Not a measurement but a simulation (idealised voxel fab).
process module | voxel double patterning
cross-section cut | 230 nm wide | cells 5 nm
A cross-section is a grid of square cells, given in bands from the top down. A band is one or more rows of cells.
Each band's line starts with the height of the band's top and of its bottom, in nm. Then come its materials from left to right, each with its width in nm. One material with "throughout" fills the band from edge to edge. "air" is empty space.
Height 0 is the level under which the wafer as received is all one material. The lowest band goes on downwards, as in "0 down".
A width such as "30 to 40" changes by the same amount from each row of cells to the next, from the band's top row to its bottom row.
"no change" after a step means that no cell of the cross-section changed.
closed voids: empty space of 8 cells or more with no open way to the top, each as width x height at its distance from the left edge, in nm
after a step's settings: what the simulator itself notes on the step
overlay nm, on a step with a mask: how far to the right of its planned place the mask lay; to the left if negative
plan
1 op RECEIVE | material Si
2 op CONFORMAL_DEP | material SiO2 | thk nm 5
3 op DIRECTIONAL_DEP | material TiN | thk nm 20
4 op DIRECTIONAL_DEP | material SiCN | thk nm 10
5 op MASKED_ETCH | tone open | mask id FIRST | width nm 15 | pitch nm 50 | etch materials SiCN | depth nm 10 | overlay nm 0
6 op DIRECTIONAL_DEP | material aC | thk nm 10
7 op PATTERN | tone open | mask id SECOND | material resist | width nm 15 | pitch nm 50 | thk nm 25 | overlay nm 0
8 op DIRECTIONAL_ETCH | etch materials aC | depth nm 10
9 op STRIP | etch materials resist
10 op DIRECTIONAL_ETCH | etch materials SiCN | depth nm 10
11 op STRIP | etch materials aC
12 op DIRECTIONAL_ETCH | etch materials TiN | depth nm 20
13 op STRIP | etch materials SiCN
as received, after step 1
  0 down: Si throughout
  closed voids: none
first wafer at the end, as planned
  25 to 5: TiN 55 | air 15 | TiN 10 | air 15 | TiN 10 | air 15 | TiN 10 | air 15 | TiN 10 | air 15 | TiN 60
  5 to 0: SiO2 throughout
  0 down: Si throughout
  closed voids: none
second wafer at the end: like start, like plan, one mistake
  25 to 5: air 55 | TiN 15 | air 35 | TiN 15 | air 35 | TiN 15 | air 60
  5 to 0: SiO2 throughout
  0 down: Si throughout
  closed voids: none
what went wrong: step 5 ran as: op MASKED_ETCH | tone cover | mask id FIRST | width nm 15 | pitch nm 50 | etch materials SiCN | depth nm 10 | overlay nm 0
at the end the second wafer has, in cells: 88 fewer of TiN
